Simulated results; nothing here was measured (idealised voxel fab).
Process module under the name voxel lift off
Cross-section cut spans 295 nm and uses square cells 5 nm in size.
Throughout this document, each cross-section is represented as a grid of square cells and is presented as a sequence of bands enumerated from the top downward, where a band comprises one or more rows of cells.
The band entry comprises the height of the band's top followed by the height of its bottom, expressed in nm, and subsequently the band's materials from left to right, each stated together with its width in nm. Where a single material is marked with the word "all across", that material fills the band from edge to edge. The word "blank" represents empty space.
Where do heights start? At 0: under that level the wafer as delivered is made of one material only. And the lowest band has no floor; it just carries on downward, as in "0 and below".
Width spec "30 to 40" -> top row of cells at first value, bottom row at second value, equal per-row change in between.
The designation "stayed the same", where it is given for a processing step, indicates that no cell of the cross-section was altered in the course of that step.
"Sealed voids" contains a list of empty spaces, each no smaller than 8 cells and without an open way to the top, written in the form width x height at distance with the distance from the left edge and all three in nm.
Heads up: the bit after the settings on a step's line is the simulator's remark on that step.
"overlay nm" on a masked step: distance the mask lay right of its planned place, negative for left.
## Planned step list for the process
| 1 | RECEIVE, material Si |
| 2 | CONFORMAL_DEP, material SiN, thk nm 5 |
| 3 | PATTERN, tone open, mask id LINES, material resist, width nm 30, pitch nm 50, thk nm 20, overlay nm 0 |
| 4 | DIRECTIONAL_DEP, material Ru, thk nm 10 |
| 5 | STRIP, etch materials resist |
| 6 | CONFORMAL_DEP, material SiN, thk nm 10 |
What sets these wafers apart? The thk nm at step 2. They all start alike, and the plan carries the first wafer's value.
## The as-received cross-section of the first of several wafers corresponds to the state after step 1
0 and below | Si all across
Sealed voids: none
## Cross-section after step 6, the final step of the module, for the first of several wafers
25 down to 15 | blank 45 nm | SiN 200 nm | blank 50 nm
15 down to 5 | SiN 55 nm | Ru 30 nm | SiN 20 nm | Ru 30 nm | SiN 20 nm | Ru 30 nm | SiN 20 nm | Ru 30 nm | SiN 60 nm
5 down to 0 | SiN all across
0 and below | Si all across
Sealed voids: none
## The module's end: a cross-section of the last wafer
40 down to 30 | blank 45 nm | SiN 200 nm | blank 50 nm
30 down to 20 | SiN 55 nm | Ru 30 nm | SiN 20 nm | Ru 30 nm | SiN 20 nm | Ru 30 nm | SiN 20 nm | Ru 30 nm | SiN 60 nm
20 down to 0 | SiN all across
0 and below | Si all across
Sealed voids: none
## Per wafer (row), end of module: delta in cells per material since receipt, (+) for gained, (-) for lost; closed voids after that
thk nm 5, +48 Ru, +209 SiN, Sealed voids: none
thk nm 10, +48 Ru, +268 SiN, Sealed voids: none
thk nm 15, +48 Ru, +327 SiN, Sealed voids: none
thk nm 20, +48 Ru, +386 SiN, Sealed voids: none
